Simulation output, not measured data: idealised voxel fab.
process module | voxel gate over fins
cross-section cut | 255 nm wide | cells 5 nm
A cross-section is a grid of square cells, given in bands from the top down. A band is one or more rows of cells.
Each band's line starts with the height of the band's top and of its bottom, in nm. Then come its materials from left to right, each with its width in nm. One material with "throughout" fills the band from edge to edge. "air" is empty space.
Height 0 is the level under which the wafer as received is all one material. The lowest band goes on downwards, as in "0 down".
A width such as "30 to 40" changes by the same amount from each row of cells to the next, from the band's top row to its bottom row.
"no change" after a step means that no cell of the cross-section changed.
closed voids: empty space of 8 cells or more with no open way to the top, each as width x height at its distance from the left edge, in nm
after a step's settings: what the simulator itself notes on the step
overlay nm, on a step with a mask: how far to the right of its planned place the mask lay; to the left if negative
plan
1 op RECEIVE | material Si
2 op CONFORMAL_DEP | material SiN | thk nm 10
3 op PATTERN | tone cover | mask id FINS | material resist | width nm 15 | pitch nm 35 | thk nm 15 | overlay nm 0
4 op DIRECTIONAL_ETCH | etch materials SiN | depth nm 10
5 op DIRECTIONAL_ETCH | etch materials Si | depth nm 30
6 op STRIP | etch materials resist
7 op FILL_DEP | material SiO2 | thk nm 5
8 op CMP | height nm 10
9 op SELECTIVE_ETCH | etch materials SiO2 | depth nm 25
10 op STRIP | etch materials SiN
11 op CONFORMAL_DEP | material HfO2 | thk nm 5
12 op CONFORMAL_DEP | material TiN | thk nm 5
13 op CONFORMAL_DEP | material TiAl | thk nm 5
14 op CONFORMAL_DEP | material TiN | thk nm 5
15 op FILL_DEP | material W | thk nm 15
16 op CMP | height nm 30
17 op CONFORMAL_DEP | material SiN | thk nm 10
as received, after step 1
  0 down: Si throughout
  closed voids: none
first wafer at the end, as planned
  40 to 30: SiN throughout
  30 to 20: W throughout
  20 to 15: W 45 | TiN 160 | W 50
  15 to 10: W 45 | TiN 5 | TiAl 150 | TiN 5 | W 50
  10 to 5: W 45 | TiN 5 | TiAl 5 | TiN 140 | TiAl 5 | TiN 5 | W 50
  5 to 0: TiN 50 | TiAl 5 | TiN 5 | HfO2 25 | TiN 10 | HfO2 25 | TiN 10 | HfO2 25 | TiN 10 | HfO2 25 | TiN 5 | TiAl 5 | TiN 55
  0 to -5: TiAl 55 | TiN 5 | HfO2 5 | Si 15 | HfO2 5 | TiN 10 | HfO2 5 | Si 15 | HfO2 5 | TiN 10 | HfO2 5 | Si 15 | HfO2 5 | TiN 10 | HfO2 5 | Si 15 | HfO2 5 | TiN 5 | TiAl 60
  -5 to -10: TiN 60 | HfO2 5 | Si 15 | HfO2 5 | TiN 10 | HfO2 5 | Si 15 | HfO2 5 | TiN 10 | HfO2 5 | Si 15 | HfO2 5 | TiN 10 | HfO2 5 | Si 15 | HfO2 5 | TiN 65
  -10 to -15: HfO2 65 | Si 15 | HfO2 20 | Si 15 | HfO2 20 | Si 15 | HfO2 20 | Si 15 | HfO2 70
  -15 to -30: SiO2 65 | Si 15 | SiO2 20 | Si 15 | SiO2 20 | Si 15 | SiO2 20 | Si 15 | SiO2 70
  -30 down: Si throughout
  closed voids: none
second wafer at the end: like start, like plan, one mistake
  40 to 30: SiN throughout
  30 to 20: W throughout
  20 to 15: W 40 | TiN 160 | W 55
  15 to 10: W 40 | TiN 5 | TiAl 150 | TiN 5 | W 55
  10 to 5: W 40 | TiN 5 | TiAl 5 | TiN 140 | TiAl 5 | TiN 5 | W 55
  5 to 0: TiN 45 | TiAl 5 | TiN 5 | HfO2 25 | TiN 10 | HfO2 25 | TiN 10 | HfO2 25 | TiN 10 | HfO2 25 | TiN 5 | TiAl 5 | TiN 60
  0 to -5: TiAl 50 | TiN 5 | HfO2 5 | Si 15 | HfO2 5 | TiN 10 | HfO2 5 | Si 15 | HfO2 5 | TiN 10 | HfO2 5 | Si 15 | HfO2 5 | TiN 10 | HfO2 5 | Si 15 | HfO2 5 | TiN 5 | TiAl 65
  -5 to -10: TiN 55 | HfO2 5 | Si 15 | HfO2 5 | TiN 10 | HfO2 5 | Si 15 | HfO2 5 | TiN 10 | HfO2 5 | Si 15 | HfO2 5 | TiN 10 | HfO2 5 | Si 15 | HfO2 5 | TiN 70
  -10 to -15: HfO2 60 | Si 15 | HfO2 20 | Si 15 | HfO2 20 | Si 15 | HfO2 20 | Si 15 | HfO2 75
  -15 to -30: SiO2 60 | Si 15 | SiO2 20 | Si 15 | SiO2 20 | Si 15 | SiO2 20 | Si 15 | SiO2 75
  -30 down: Si throughout
  closed voids: none
what went wrong: step 3 ran as: op PATTERN | tone cover | mask id FINS | material resist | width nm 15 | pitch nm 35 | thk nm 15 | overlay nm -5
at the end the second wafer has, in cells: as many of each material as the first, in other places
